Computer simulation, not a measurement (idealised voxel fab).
The process module presented herein is designated voxel released beams.
Displayed cross-section: cut, width of 195 nm, square cells sized 5 nm.
In this document a cross-section is written as a grid of square cells. It is given as a series of bands, listed from the top down, and a band is one or more rows of cells.
What a band's entry tells you: where the top is and where the bottom is, as heights in nm, and after that what lies inside, material by material from left to right, each with its width in nm. Empty space is written as the word "empty", and a single material marked with the word "all across" occupies the band from edge to edge.
Ref level 0: as-received wafer is one material below here. Bottom band extends down with no lower bound ("0 -> down").
The expression "30..40" gives the width at the extremes of the band, the first number at its top row of cells and the second at its bottom row, with the width changing by equal amounts from each row to the next in between.
Key: "nothing altered" - step with no changed cell in the cross-section.
You'll see "Closed cavity list" listing empty spaces that have no way open to the top, as long as they're 8 cells or more; the notation is width x height at distance, where the distance is from the left edge, and all of it is in nm.
On a step's line, text after the settings is the simulator commenting on that step.
overlay nm: step with mask; distance mask lay right of planned place; negative value = left of planned place.
If you're wondering how to read the rest of this, here's the deal. It's pairs of cross-sections: one from before a process step, one from after it. The after one is only drawn as far down as the lowest band that changed. Right under each pair you'll see which step sits between them and what its settings were. Don't read the pairs as one continuous story, though. They can come from different runs of this module on the same starting wafer, and a pair only carries on from the one above it where its entry headed "Before processing step" says so.

[Before processing step]
* 0 -> down: Si all across
* Closed cavity list: none

[Post-Process View]
* 10 -> 0: Al2O3 all across
* Below 0, the layers are the same as they were.
* Closed cavity list: none
For reference, the processing step occurring between the two cross-sections presented above is as follows: CONFORMAL_DEP: material Al2O3, thk nm 10

Before processing step: The cross-section prior to this step is the one presented after the step of the pair immediately above.

[Post-Process View]
* 30 -> 10: SiO2 all across
* Below 10, the layers are the same as they were.
* Closed cavity list: none
For reference, the processing step occurring between the two cross-sections presented above is as follows: DIRECTIONAL_DEP: material SiO2, thk nm 20

Before processing step: The cross-section prior to this step is the one presented after the step of the pair immediately above.

[Post-Process View]
* 30 -> 10: SiO2: 50, empty: 35, SiO2: 110
* Below 10, the layers are the same as they were.
* Closed cavity list: none
For reference, the processing step occurring between the two cross-sections presented above is as follows: MASKED_ETCH: tone open, mask id ANCHOR, width nm 35, etch materials SiO2, depth nm 20, overlay nm 0

Before processing step: The cross-section prior to this step is the one presented after the step of the pair immediately above.

[Post-Process View]
* 45 -> 30: SiN: 65, empty: 5, SiN: 125
* 30 -> 25: SiO2: 50, SiN: 15, empty: 5, SiN: 15, SiO2: 110
* 25 -> 10: SiO2: 50, SiN: 35, SiO2: 110
* Below 10, the layers are the same as they were.
* Closed cavity list: none
For reference, the processing step occurring between the two cross-sections presented above is as follows: CONFORMAL_DEP: material SiN, thk nm 15

Before processing step: The cross-section prior to this step is the one presented after the step of the pair immediately above.

[Post-Process View]
* 60 -> 45: empty: 45, resist: 100, empty: 50
* 45 -> 30: SiN: 65, resist: 5, SiN: 125
* 30 -> 25: SiO2: 50, SiN: 15, resist: 5, SiN: 15, SiO2: 110
* Below 25, the layers are the same as they were.
* Closed cavity list: none
For reference, the processing step occurring between the two cross-sections presented above is as follows: PATTERN: tone cover, mask id BEAM, material resist, width nm 100, thk nm 15, overlay nm 0

Before processing step: The cross-section prior to this step is the one presented after the step of the pair immediately above.

[Post-Process View]
* 60 -> 45: empty: 45, resist: 100, empty: 50
* 45 -> 30: empty: 45, SiN: 20, resist: 5, SiN: 75, empty: 50
* Below 30, the layers are the same as they were.
* Closed cavity list: none
For reference, the processing step occurring between the two cross-sections presented above is as follows: DIRECTIONAL_ETCH: etch materials SiN, depth nm 15

Before processing step: The cross-section prior to this step is the one presented after the step of the pair immediately above.

[Post-Process View]
* 45 -> 30: empty: 45, SiN: 20, empty: 5, SiN: 75, empty: 50
* 30 -> 25: SiO2: 50, SiN: 15, empty: 5, SiN: 15, SiO2: 110
* Below 25, the layers are the same as they were.
* Closed cavity list: none
For reference, the processing step occurring between the two cross-sections presented above is as follows: STRIP: etch materials resist

Before processing step: The cross-section prior to this step is the one presented after the step of the pair immediately above.

[Post-Process View]
* 45 -> 30: empty: 45, SiN: 20, empty: 5, SiN: 75, empty: 50
* 30 -> 25: empty: 50, SiN: 15, empty: 5, SiN: 15, empty: 110
* 25 -> 10: empty: 50, SiN: 35, empty: 110
* Below 10, the layers are the same as they were.
* Closed cavity list: none
For reference, the processing step occurring between the two cross-sections presented above is as follows: STRIP: etch materials SiO2

[Before processing step]
* 10 -> 0: Al2O3 all across
* 0 -> down: Si all across
* Closed cavity list: none

[Post-Process View]
* 25 -> 10: SiN all across
* Below 10, the layers are the same as they were.
* Closed cavity list: none
For reference, the processing step occurring between the two cross-sections presented above is as follows: CONFORMAL_DEP: material SiN, thk nm 15

Before processing step: The cross-section prior to this step is the one presented after the step of the pair immediately above.

[Post-Process View]
* 40 -> 25: empty: 45, resist: 100, empty: 50
* Below 25, the layers are the same as they were.
* Closed cavity list: none
For reference, the processing step occurring between the two cross-sections presented above is as follows: PATTERN: tone cover, mask id BEAM, material resist, width nm 100, thk nm 15, overlay nm 0

Before processing step: The cross-section prior to this step is the one presented after the step of the pair immediately above.

[Post-Process View]
* 40 -> 25: empty: 45, resist: 100, empty: 50
* 25 -> 10: empty: 45, SiN: 100, empty: 50
* Below 10, the layers are the same as they were.
* Closed cavity list: none
For reference, the processing step occurring between the two cross-sections presented above is as follows: DIRECTIONAL_ETCH: etch materials SiN, depth nm 15

Before processing step: The cross-section prior to this step is the one presented after the step of the pair immediately above.

[Post-Process View]
* 25 -> 10: empty: 45, SiN: 100, empty: 50
* Below 10, the layers are the same as they were.
* Closed cavity list: none
For reference, the processing step occurring between the two cross-sections presented above is as follows: STRIP: etch materials resist

[Before processing step]
* 45 -> 30: SiN: 65, empty: 5, SiN: 125
* 30 -> 25: SiO2: 50, SiN: 15, empty: 5, SiN: 15, SiO2: 110
* 25 -> 10: SiO2: 50, SiN: 35, SiO2: 110
* 10 -> 0: Al2O3 all across
* 0 -> down: Si all across
* Closed cavity list: none

[Post-Process View]
* 60 -> 30: SiN all across
* 30 -> 10: SiO2: 50, SiN: 35, SiO2: 110
* Below 10, the layers are the same as they were.
* Closed cavity list: none
For reference, the processing step occurring between the two cross-sections presented above is as follows: CONFORMAL_DEP: material SiN, thk nm 15

Before processing step: The cross-section prior to this step is the one presented after the step of the pair immediately above.

[Post-Process View]
* 75 -> 60: empty: 45, resist: 100, empty: 50
* Below 60, the layers are the same as they were.
* Closed cavity list: none
For reference, the processing step occurring between the two cross-sections presented above is as follows: PATTERN: tone cover, mask id BEAM, material resist, width nm 100, thk nm 15, overlay nm 0

Before processing step: The cross-section prior to this step is the one presented after the step of the pair immediately above.

[Post-Process View]
* 75 -> 60: empty: 45, resist: 100, empty: 50
* 60 -> 45: empty: 45, SiN: 100, empty: 50
* Below 45, the layers are the same as they were.
* Closed cavity list: none
For reference, the processing step occurring between the two cross-sections presented above is as follows: DIRECTIONAL_ETCH: etch materials SiN, depth nm 15

Before processing step: The cross-section prior to this step is the one presented after the step of the pair immediately above.

[Post-Process View]
* 60 -> 45: empty: 45, SiN: 100, empty: 50
* Below 45, the layers are the same as they were.
* Closed cavity list: none
For reference, the processing step occurring between the two cross-sections presented above is as follows: STRIP: etch materials resist

[Before processing step]
* 0 -> down: Si all across
* Closed cavity list: none

[Post-Process View]
* 20 -> 0: SiO2 all across
* Below 0, the layers are the same as they were.
* Closed cavity list: none
For reference, the processing step occurring between the two cross-sections presented above is as follows: DIRECTIONAL_DEP: material SiO2, thk nm 20

Before processing step: The cross-section prior to this step is the one presented after the step of the pair immediately above.

[Post-Process View]
* 30 -> 20: Al2O3 all across
* Below 20, the layers are the same as they were.
* Closed cavity list: none
For reference, the processing step occurring between the two cross-sections presented above is as follows: CONFORMAL_DEP: material Al2O3, thk nm 10

Before processing step: The cross-section prior to this step is the one presented after the step of the pair immediately above.

[Post-Process View]
* 45 -> 30: SiN all across
* Below 30, the layers are the same as they were.
* Closed cavity list: none
For reference, the processing step occurring between the two cross-sections presented above is as follows: CONFORMAL_DEP: material SiN, thk nm 15

Before processing step: The cross-section prior to this step is the one presented after the step of the pair immediately above.

[Post-Process View]
* 60 -> 45: empty: 45, resist: 100, empty: 50
* Below 45, the layers are the same as they were.
* Closed cavity list: none
For reference, the processing step occurring between the two cross-sections presented above is as follows: PATTERN: tone cover, mask id BEAM, material resist, width nm 100, thk nm 15, overlay nm 0

Before processing step: The cross-section prior to this step is the one presented after the step of the pair immediately above.

[Post-Process View]
* 60 -> 45: empty: 45, resist: 100, empty: 50
* 45 -> 30: empty: 45, SiN: 100, empty: 50
* Below 30, the layers are the same as they were.
* Closed cavity list: none
For reference, the processing step occurring between the two cross-sections presented above is as follows: DIRECTIONAL_ETCH: etch materials SiN, depth nm 15

Before processing step: The cross-section prior to this step is the one presented after the step of the pair immediately above.

[Post-Process View]
* 45 -> 30: empty: 45, SiN: 100, empty: 50
* Below 30, the layers are the same as they were.
* Closed cavity list: none
For reference, the processing step occurring between the two cross-sections presented above is as follows: STRIP: etch materials resist

[Before processing step]
* 30 -> 10: SiO2: 50, empty: 35, SiO2: 110
* 10 -> 0: Al2O3 all across
* 0 -> down: Si all across
* Closed cavity list: none

[Post-Process View]
* 50 -> 30: SiN all across
* 30 -> 10: SiO2: 50, SiN: 35, SiO2: 110
* Below 10, the layers are the same as they were.
* Closed cavity list: none
For reference, the processing step occurring between the two cross-sections presented above is as follows: CONFORMAL_DEP: material SiN, thk nm 20

Before processing step: The cross-section prior to this step is the one presented after the step of the pair immediately above.

[Post-Process View]
* 65 -> 50: empty: 45, resist: 100, empty: 50
* Below 50, the layers are the same as they were.
* Closed cavity list: none
For reference, the processing step occurring between the two cross-sections presented above is as follows: PATTERN: tone cover, mask id BEAM, material resist, width nm 100, thk nm 15, overlay nm 0

Before processing step: The cross-section prior to this step is the one presented after the step of the pair immediately above.

[Post-Process View]
* 65 -> 50: empty: 45, resist: 100, empty: 50
* 50 -> 35: empty: 45, SiN: 100, empty: 50
* Below 35, the layers are the same as they were.
* Closed cavity list: none
For reference, the processing step occurring between the two cross-sections presented above is as follows: DIRECTIONAL_ETCH: etch materials SiN, depth nm 15

Before processing step: The cross-section prior to this step is the one presented after the step of the pair immediately above.

[Post-Process View]
* 50 -> 35: empty: 45, SiN: 100, empty: 50
* Below 35, the layers are the same as they were.
* Closed cavity list: none
For reference, the processing step occurring between the two cross-sections presented above is as follows: STRIP: etch materials resist

[Before processing step]
* 30 -> 10: SiO2 all across
* 10 -> 0: Al2O3 all across
* 0 -> down: Si all across
* Closed cavity list: none

[Post-Process View]
* 30 -> 10: SiO2: 55, empty: 25, SiO2: 115
* Below 10, the layers are the same as they were.
* Closed cavity list: none
For reference, the processing step occurring between the two cross-sections presented above is as follows: MASKED_ETCH: tone open, mask id ANCHOR, width nm 25, etch materials SiO2, depth nm 20, overlay nm 0

Before processing step: The cross-section prior to this step is the one presented after the step of the pair immediately above.

[Post-Process View]
* 45 -> 30: SiN all across
* 30 -> 10: SiO2: 55, SiN: 25, SiO2: 115
* Below 10, the layers are the same as they were.
* Closed cavity list: none
For reference, the processing step occurring between the two cross-sections presented above is as follows: CONFORMAL_DEP: material SiN, thk nm 15

Before processing step: The cross-section prior to this step is the one presented after the step of the pair immediately above.

[Post-Process View]
* 60 -> 45: empty: 45, resist: 100, empty: 50
* Below 45, the layers are the same as they were.
* Closed cavity list: none
For reference, the processing step occurring between the two cross-sections presented above is as follows: PATTERN: tone cover, mask id BEAM, material resist, width nm 100, thk nm 15, overlay nm 0

Before processing step: The cross-section prior to this step is the one presented after the step of the pair immediately above.

[Post-Process View]
* 60 -> 45: empty: 45, resist: 100, empty: 50
* 45 -> 30: empty: 45, SiN: 100, empty: 50
* Below 30, the layers are the same as they were.
* Closed cavity list: none
For reference, the processing step occurring between the two cross-sections presented above is as follows: DIRECTIONAL_ETCH: etch materials SiN, depth nm 15

Before processing step: The cross-section prior to this step is the one presented after the step of the pair immediately above.

[Post-Process View]
* 45 -> 30: empty: 45, SiN: 100, empty: 50
* Below 30, the layers are the same as they were.
* Closed cavity list: none
For reference, the processing step occurring between the two cross-sections presented above is as follows: STRIP: etch materials resist

Before processing step: The cross-section prior to this step is the one presented after the step of the pair immediately above.

[Post-Process View]
* 45 -> 30: empty: 45, SiN: 100, empty: 50
* 30 -> 10: empty: 55, SiN: 25, empty: 115
* Below 10, the layers are the same as they were.
* Closed cavity list: none
For reference, the processing step occurring between the two cross-sections presented above is as follows: STRIP: etch materials SiO2

[Before processing step]
* 30 -> 10: SiO2 all across
* 10 -> 0: Al2O3 all across
* 0 -> down: Si all across
* Closed cavity list: none

[Post-Process View]
* 30 -> 10: SiO2: 45, empty: 35, SiO2: 115
* Below 10, the layers are the same as they were.
* Closed cavity list: none
For reference, the processing step occurring between the two cross-sections presented above is as follows: MASKED_ETCH: tone open, mask id ANCHOR, width nm 35, etch materials SiO2, depth nm 20, overlay nm -5

Before processing step: The cross-section prior to this step is the one presented after the step of the pair immediately above.

[Post-Process View]
* 45 -> 30: SiN: 60, empty: 5, SiN: 130
* 30 -> 25: SiO2: 45, SiN: 15, empty: 5, SiN: 15, SiO2: 115
* 25 -> 10: SiO2: 45, SiN: 35, SiO2: 115
* Below 10, the layers are the same as they were.
* Closed cavity list: none
For reference, the processing step occurring between the two cross-sections presented above is as follows: CONFORMAL_DEP: material SiN, thk nm 15

Before processing step: The cross-section prior to this step is the one presented after the step of the pair immediately above.

[Post-Process View]
* 60 -> 45: empty: 45, resist: 100, empty: 50
* 45 -> 30: SiN: 60, resist: 5, SiN: 130
* 30 -> 25: SiO2: 45, SiN: 15, resist: 5, SiN: 15, SiO2: 115
* Below 25, the layers are the same as they were.
* Closed cavity list: none
For reference, the processing step occurring between the two cross-sections presented above is as follows: PATTERN: tone cover, mask id BEAM, material resist, width nm 100, thk nm 15, overlay nm 0

Before processing step: The cross-section prior to this step is the one presented after the step of the pair immediately above.

[Post-Process View]
* 60 -> 45: empty: 45, resist: 100, empty: 50
* 45 -> 30: empty: 45, SiN: 15, resist: 5, SiN: 80, empty: 50
* Below 30, the layers are the same as they were.
* Closed cavity list: none
For reference, the processing step occurring between the two cross-sections presented above is as follows: DIRECTIONAL_ETCH: etch materials SiN, depth nm 15

Before processing step: The cross-section prior to this step is the one presented after the step of the pair immediately above.

[Post-Process View]
* 45 -> 30: empty: 45, SiN: 15, empty: 5, SiN: 80, empty: 50
* 30 -> 25: SiO2: 45, SiN: 15, empty: 5, SiN: 15, SiO2: 115
* Below 25, the layers are the same as they were.
* Closed cavity list: none
For reference, the processing step occurring between the two cross-sections presented above is as follows: STRIP: etch materials resist

Before processing step: The cross-section prior to this step is the one presented after the step of the pair immediately above.

[Post-Process View]
* 45 -> 30: empty: 45, SiN: 15, empty: 5, SiN: 80, empty: 50
* 30 -> 25: empty: 45, SiN: 15, empty: 5, SiN: 15, empty: 115
* 25 -> 10: empty: 45, SiN: 35, empty: 115
* Below 10, the layers are the same as they were.
* Closed cavity list: none
For reference, the processing step occurring between the two cross-sections presented above is as follows: STRIP: etch materials SiO2

[Before processing step]
* 0 -> down: Si all across
* Closed cavity list: none

[Post-Process View]
* 10 -> 0: SiO2 all across
* Below 0, the layers are the same as they were.
* Closed cavity list: none
For reference, the processing step occurring between the two cross-sections presented above is as follows: CONFORMAL_DEP: material SiO2, thk nm 10

Before processing step: The cross-section prior to this step is the one presented after the step of the pair immediately above.

[Post-Process View]
* 30 -> 0: SiO2 all across
* Below 0, the layers are the same as they were.
* Closed cavity list: none
For reference, the processing step occurring between the two cross-sections presented above is as follows: DIRECTIONAL_DEP: material SiO2, thk nm 20

Before processing step: The cross-section prior to this step is the one presented after the step of the pair immediately above.

[Post-Process View]
* 30 -> 10: SiO2: 50, empty: 35, SiO2: 110
* Below 10, the layers are the same as they were.
* Closed cavity list: none
For reference, the processing step occurring between the two cross-sections presented above is as follows: MASKED_ETCH: tone open, mask id ANCHOR, width nm 35, etch materials SiO2, depth nm 20, overlay nm 0

Before processing step: The cross-section prior to this step is the one presented after the step of the pair immediately above.

[Post-Process View]
* 45 -> 30: SiN: 65, empty: 5, SiN: 125
* 30 -> 25: SiO2: 50, SiN: 15, empty: 5, SiN: 15, SiO2: 110
* 25 -> 10: SiO2: 50, SiN: 35, SiO2: 110
* Below 10, the layers are the same as they were.
* Closed cavity list: none
For reference, the processing step occurring between the two cross-sections presented above is as follows: CONFORMAL_DEP: material SiN, thk nm 15

Before processing step: The cross-section prior to this step is the one presented after the step of the pair immediately above.

[Post-Process View]
* 60 -> 45: empty: 45, resist: 100, empty: 50
* 45 -> 30: SiN: 65, resist: 5, SiN: 125
* 30 -> 25: SiO2: 50, SiN: 15, resist: 5, SiN: 15, SiO2: 110
* Below 25, the layers are the same as they were.
* Closed cavity list: none
For reference, the processing step occurring between the two cross-sections presented above is as follows: PATTERN: tone cover, mask id BEAM, material resist, width nm 100, thk nm 15, overlay nm 0

Before processing step: The cross-section prior to this step is the one presented after the step of the pair immediately above.

[Post-Process View]
* 60 -> 45: empty: 45, resist: 100, empty: 50
* 45 -> 30: empty: 45, SiN: 20, resist: 5, SiN: 75, empty: 50
* Below 30, the layers are the same as they were.
* Closed cavity list: none
For reference, the processing step occurring between the two cross-sections presented above is as follows: DIRECTIONAL_ETCH: etch materials SiN, depth nm 15

Before processing step: The cross-section prior to this step is the one presented after the step of the pair immediately above.

[Post-Process View]
* 45 -> 30: empty: 45, SiN: 20, empty: 5, SiN: 75, empty: 50
* 30 -> 25: SiO2: 50, SiN: 15, empty: 5, SiN: 15, SiO2: 110
* Below 25, the layers are the same as they were.
* Closed cavity list: none
For reference, the processing step occurring between the two cross-sections presented above is as follows: STRIP: etch materials resist

Before processing step: The cross-section prior to this step is the one presented after the step of the pair immediately above.

[Post-Process View]
* 0 -> down: Si all across
* Closed cavity list: none
For reference, the processing step occurring between the two cross-sections presented above is as follows: STRIP: etch materials SiO2

[Before processing step]
* 30 -> 10: SiO2 all across
* 10 -> 0: Al2O3 all across
* 0 -> down: Si all across
* Closed cavity list: none

[Post-Process View]
* 30 -> 10: empty: 50, SiO2: 35, empty: 110
* Below 10, the layers are the same as they were.
* Closed cavity list: none
For reference, the processing step occurring between the two cross-sections presented above is as follows: MASKED_ETCH: tone cover, mask id ANCHOR, width nm 35, etch materials SiO2, depth nm 20, overlay nm 0

Before processing step: The cross-section prior to this step is the one presented after the step of the pair immediately above.

[Post-Process View]
* 45 -> 30: empty: 35, SiN: 65, empty: 95
* 30 -> 25: empty: 35, SiN: 15, SiO2: 35, SiN: 15, empty: 95
* 25 -> 10: SiN: 50, SiO2: 35, SiN: 110
* Below 10, the layers are the same as they were.
* Closed cavity list: none
For reference, the processing step occurring between the two cross-sections presented above is as follows: CONFORMAL_DEP: material SiN, thk nm 15

Before processing step: The cross-section prior to this step is the one presented after the step of the pair immediately above.

[Post-Process View]
* 60 -> 45: empty: 45, resist: 100, empty: 50
* 45 -> 30: empty: 35, SiN: 65, resist: 45, empty: 50
* 30 -> 25: empty: 35, SiN: 15, SiO2: 35, SiN: 15, resist: 45, empty: 50
* Below 25, the layers are the same as they were.
* Closed cavity list: none
For reference, the processing step occurring between the two cross-sections presented above is as follows: PATTERN: tone cover, mask id BEAM, material resist, width nm 100, thk nm 15, overlay nm 0

Before processing step: The cross-section prior to this step is the one presented after the step of the pair immediately above.

[Post-Process View]
* 60 -> 45: empty: 45, resist: 100, empty: 50
* 45 -> 30: empty: 45, SiN: 55, resist: 45, empty: 50
* 30 -> 25: empty: 35, SiN: 15, SiO2: 35, SiN: 15, resist: 45, empty: 50
* 25 -> 10: empty: 35, SiN: 15, SiO2: 35, SiN: 60, empty: 50
* Below 10, the layers are the same as they were.
* Closed cavity list: none
For reference, the processing step occurring between the two cross-sections presented above is as follows: DIRECTIONAL_ETCH: etch materials SiN, depth nm 15

Before processing step: The cross-section prior to this step is the one presented after the step of the pair immediately above.

[Post-Process View]
* 45 -> 30: empty: 45, SiN: 55, empty: 95
* 30 -> 25: empty: 35, SiN: 15, SiO2: 35, SiN: 15, empty: 95
* Below 25, the layers are the same as they were.
* Closed cavity list: none
For reference, the processing step occurring between the two cross-sections presented above is as follows: STRIP: etch materials resist
